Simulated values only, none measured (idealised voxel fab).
Process module heading - voxel spacer lines
The width of the displayed cross-section, cut, is 220 nm; its cells are square, with a size of 5 nm.
Cross-section layout: square cells on a grid; listed as bands, top to bottom; a band spans one or more cell rows.
In this notation a band is specified by the heights of its top and bottom, in that order and in nm, after which its materials appear from left to right, each paired with its width in nm. The word "full width" attached to a single material means that material fills the band from edge to edge; the word "empty" stands for empty space.
All heights in this document are referenced to 0, defined as the level beneath which the wafer, as received, consists entirely of one material. The lowest band is not bounded below; it extends indefinitely downward and is written in the form "top 0, no bottom".
Graded width ("30..40"): value in top row of band = first number; value in bottom row = second number; row-to-row change constant.
Basically "nothing changed" means that step didn't change any cell in the cross-section.
In "Voids, sealed" the enclosed voids are listed, meaning empty spaces of 8 cells or larger without any opening to the top. The form is width x height at distance, distance from the left edge, units nm.
Formally, on a step line, whatever follows the settings is a remark that the simulator itself makes on the step.
overlay nm: where the mask lay relative to plan, measured to the right, on steps with a mask; negatives go left.
**List of planned process steps**
1: RECEIVE | material Si
2: CONFORMAL_DEP | material Al2O3 | thk nm 5
3: DIRECTIONAL_DEP | material TiN | thk nm 15
4: DIRECTIONAL_DEP | material aC | thk nm 25
5: PATTERN | tone cover | mask id MANDREL | material resist | width nm 20 | pitch nm 70 | thk nm 35 | overlay nm 0
6: DIRECTIONAL_ETCH | etch materials aC | depth nm 25
7: STRIP | etch materials resist
8: CONFORMAL_DEP | material SiO2 | thk nm 15
9: DIRECTIONAL_ETCH | etch materials SiO2 | depth nm 15
10: STRIP | etch materials aC
11: DIRECTIONAL_ETCH | etch materials TiN | depth nm 15
12: STRIP | etch materials SiO2
13: FILL_DEP | material lowk | thk nm 10
14: CMP | height nm 20
**Cross-section of the wafer upon arrival, representing the state reached after step 1**
* top 0, no bottom: Si full width
* Voids, sealed: none
**Figure: cross-sectional view of the wafer upon completion of the module, processed from the initial state and according to the plan depicted above, with one error introduced during execution**
* top 10, bottom 5: lowk=15 / TiN=15 / lowk=20 / TiN=15 / lowk=20 / TiN=15 / lowk=20 / TiN=15 / lowk=20 / TiN=15 / lowk=20 / TiN=15 / lowk=15
* top 5, bottom 0: Al2O3 full width
* top 0, no bottom: Si full width
* Voids, sealed: none
What broke from the plan during processing? step 14 ran as: CMP | height nm 10
